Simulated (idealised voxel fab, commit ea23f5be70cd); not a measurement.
process module | voxel double patterning
cross-section cut | 215 nm wide | cells 5 nm
A cross-section is a grid of square cells, given in bands from the top down. A band is one or more rows of cells.
Each band's line starts with the height of the band's top and of its bottom, in nm. Then come its materials from left to right, each with its width in nm. One material with "throughout" fills the band from edge to edge. "air" is empty space.
Height 0 is the level under which the wafer as received is all one material. The lowest band goes on downwards, as in "0 down".
A width such as "30 to 40" changes by the same amount from each row of cells to the next, from the band's top row to its bottom row.
"no change" after a step means that no cell of the cross-section changed.
closed voids: empty space of 8 cells or more with no open way to the top, each as width x height at its distance from the left edge, in nm
after a step's settings: what the simulator itself notes on the step
overlay nm, on a step with a mask: how far to the right of its planned place the mask lay; to the left if negative
plan
1 op RECEIVE | material Si
2 op CONFORMAL_DEP | material SiO2 | thk nm 10
3 op DIRECTIONAL_DEP | material polySi | thk nm 10
4 op DIRECTIONAL_DEP | material SiN | thk nm 5
5 op DIRECTIONAL_DEP | material aC | thk nm 15
6 op PATTERN | tone open | mask id FIRST | material resist | width nm 15 | pitch nm 50 | thk nm 30 | overlay nm 0
7 op DIRECTIONAL_ETCH | etch materials aC | depth nm 15
8 op STRIP | etch materials resist
9 op DIRECTIONAL_ETCH | etch materials SiN | depth nm 5
10 op STRIP | etch materials aC
11 op MASKED_ETCH | tone open | mask id SECOND | width nm 15 | etch materials SiN | depth nm 5 | overlay nm 0
12 op DIRECTIONAL_ETCH | etch materials polySi | depth nm 5
13 op STRIP | etch materials SiN
varied across the wafers: depth nm of step 12. The plan shows the first wafer's value. All wafers start alike
first wafer as received, after step 1
  0 down: Si throughout
  closed voids: none
each wafer at the end: cells of each material gained (+) or lost (-) since it was received, then its closed voids
depth nm 5 | +86 SiO2 | +77 polySi | closed voids: none
depth nm 10 | +86 SiO2 | +68 polySi | closed voids: none
depth nm 15 | +86 SiO2 | +68 polySi | closed voids: none
depth nm 20 | +86 SiO2 | +68 polySi | closed voids: none
depth nm 25 | +86 SiO2 | +68 polySi | closed voids: none
